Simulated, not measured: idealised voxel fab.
Process module under the name voxel capacitor over wiring
FYI the section here is cut, 220 nm wide, cells are 5 nm squares.
This document writes a cross-section as a grid whose cells are square, and gives it as bands, listed from the top down; one or more rows of cells form a band. First you get the band's top height and its bottom height, in nm, and then the materials it's made of, left to right, with each width in nm. If you see a single material with "edge to edge", that one covers the band edge to edge. "blank" is empty space. Note: height 0 marks the level under which the wafer is uniformly one material as received. Lowest band unbounded below, written "0 -> down". The width entry "30->40" should be interpreted row by row: the top row of cells in the band takes the first number, the bottom row takes the second number, and the change between adjacent rows is uniform throughout. Any step labelled "nothing altered" changed none of the cells in the cross-section. The list in "Sealed void inventory" covers empty spaces of 8 cells or more that cannot reach the top through any open way, and it gives each as width x height at distance; the distance is from the left edge, and width, height and distance are in nm. On a step's line, text after the settings is the simulator commenting on that step. "overlay nm" answers the question of how far to the right of plan the mask lay on a step that has a mask, and when it is negative the answer is to the left.
**This section lists the process steps that were planned**
- 1: RECEIVE: material Si
- 2: CONFORMAL_DEP: material SiO2, thk nm 15
- 3: CONFORMAL_DEP: material SiN, thk nm 5
- 4: DIRECTIONAL_DEP: material SiO2, thk nm 25
- 5: MASKED_ETCH: tone open, mask id METAL_1, width nm 20, pitch nm 80, etch materials SiO2, depth nm 25, overlay nm 0
- 6: MASKED_ETCH: tone open, mask id METAL_1, width nm 20, pitch nm 80, etch materials SiN, depth nm 5, overlay nm 0
- 7: CONFORMAL_DEP: material TiN, thk nm 5
- 8: FILL_DEP: material Ru, thk nm 10
- 9: CMP: height nm 45
- 10: EPI: material Ru, thk nm 5
- 11: FILL_DEP: material SiCN, thk nm 5
- 12: DIRECTIONAL_DEP: material lowk, thk nm 10
- 13: MASKED_ETCH: tone open, mask id PLUG_1, width nm 15, etch materials lowk, depth nm 10, overlay nm 0
- 14: MASKED_ETCH: tone open, mask id PLUG_1, width nm 15, etch materials SiCN, depth nm 5, overlay nm 0
- 15: EPI: material Ru, thk nm 10
- 16: EPI: material Ru, thk nm 5
- 17: DIRECTIONAL_DEP: material TiN, thk nm 10
- 18: DIRECTIONAL_DEP: material Al2O3, thk nm 5
- 19: DIRECTIONAL_DEP: material TiN, thk nm 5
- 20: PATTERN: tone cover, mask id UPPER_PLATE, material resist, width nm 65, thk nm 20, overlay nm 0
- 21: DIRECTIONAL_ETCH: etch materials TiN, depth nm 10
- 22: DIRECTIONAL_ETCH: etch materials Al2O3, depth nm 5
- 23: STRIP: etch materials resist
- 24: DIRECTIONAL_DEP: material aC, thk nm 15
- 25: PATTERN: tone cover, mask id LOWER_PLATE, material resist, width nm 75, thk nm 30, overlay nm 0
- 26: DIRECTIONAL_ETCH: etch materials aC, depth nm 15
- 27: STRIP: etch materials resist
- 28: DIRECTIONAL_ETCH: etch materials TiN, depth nm 10
- 29: STRIP: etch materials aC
- 30: FILL_DEP: material SiO2, thk nm 15
- 31: CMP: height nm 100
- 32: DIRECTIONAL_DEP: material aC, thk nm 15
- 33: PATTERN: tone open, mask id PLUG_2, material resist, width nm 15, thk nm 35, overlay nm 0
- 34: DIRECTIONAL_ETCH: etch materials aC, depth nm 15
- 35: STRIP: etch materials resist
- 36: DIRECTIONAL_ETCH: etch materials SiO2, depth nm 10
- 37: STRIP: etch materials aC
- 38: CONFORMAL_DEP: material TiN, thk nm 5
- 39: FILL_DEP: material Ru, thk nm 5
- 40: CMP: height nm 100
- 41: CONFORMAL_DEP: material SiN, thk nm 5
The wafers in this document start out alike and differ in the thk nm applied at step 19; the plan shows the value used for the first wafer.
**Cross-section of the first of several wafers as received (after step 1)**
    0 -> down: Si edge to edge
    Sealed void inventory: none
**Where each wafer stands at the end of the module, a row apiece: cells of each material gained (+) or lost (-) since it was received, then closed voids**
thk nm 5, +13 Al2O3, +42 Ru, +73 SiCN, +80 SiN, +558 SiO2, +76 TiN, +82 lowk, Sealed void inventory: none
thk nm 10, +13 Al2O3, +42 Ru, +73 SiCN, +80 SiN, +545 SiO2, +89 TiN, +82 lowk, Sealed void inventory: none
thk nm 15, +44 Al2O3, +41 Ru, +73 SiCN, +80 SiN, +444 SiO2, +160 TiN, +82 lowk, Sealed void inventory: none
thk nm 20, +44 Al2O3, +41 Ru, +73 SiCN, +80 SiN, +432 SiO2, +172 TiN, +82 lowk, Sealed void inventory: none
thk nm 25, +44 Al2O3, +41 Ru, +73 SiCN, +80 SiN, +401 SiO2, +203 TiN, +82 lowk, Sealed void inventory: none
